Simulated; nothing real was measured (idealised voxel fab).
process module | voxel fin reveal
cross-section cut | 295 nm wide | cells 5 nm
A cross-section is a grid of square cells, given in bands from the top down. A band is one or more rows of cells.
Each band's line starts with the height of the band's top and of its bottom, in nm. Then come its materials from left to right, each with its width in nm. One material with "throughout" fills the band from edge to edge. "air" is empty space.
Height 0 is the level under which the wafer as received is all one material. The lowest band goes on downwards, as in "0 down".
A width such as "30 to 40" changes by the same amount from each row of cells to the next, from the band's top row to its bottom row.
"no change" after a step means that no cell of the cross-section changed.
closed voids: empty space of 8 cells or more with no open way to the top, each as width x height at its distance from the left edge, in nm
after a step's settings: what the simulator itself notes on the step
overlay nm, on a step with a mask: how far to the right of its planned place the mask lay; to the left if negative
plan
1 op RECEIVE | material Si
2 op CONFORMAL_DEP | material SiN | thk nm 10
3 op DIRECTIONAL_DEP | material aC | thk nm 10
4 op PATTERN | tone cover | mask id FINS | material resist | width nm 15 | pitch nm 45 | thk nm 30 | overlay nm 0
5 op DIRECTIONAL_ETCH | etch materials aC | depth nm 10
6 op STRIP | etch materials resist
7 op DIRECTIONAL_ETCH | etch materials SiN | depth nm 10
8 op DIRECTIONAL_ETCH | etch materials Si | depth nm 40
9 op STRIP | etch materials aC
10 op FILL_DEP | material SiO2 | thk nm 5
11 op CMP | height nm 10
12 op SELECTIVE_ETCH | etch materials SiO2 | depth nm 25
13 op STRIP | etch materials SiN
as received, after step 1
  0 down: Si throughout
  closed voids: none
a wafer at the end: this start, this plan, one mistake
  0 to -15: air 70 | Si 15 | air 30 | Si 15 | air 30 | Si 15 | air 30 | Si 15 | air 75
  -15 to -45: SiO2 70 | Si 15 | SiO2 30 | Si 15 | SiO2 30 | Si 15 | SiO2 30 | Si 15 | SiO2 75
  -45 down: Si throughout
  closed voids: none
what went wrong: step 8 ran as: op DIRECTIONAL_ETCH | etch materials Si | depth nm 45
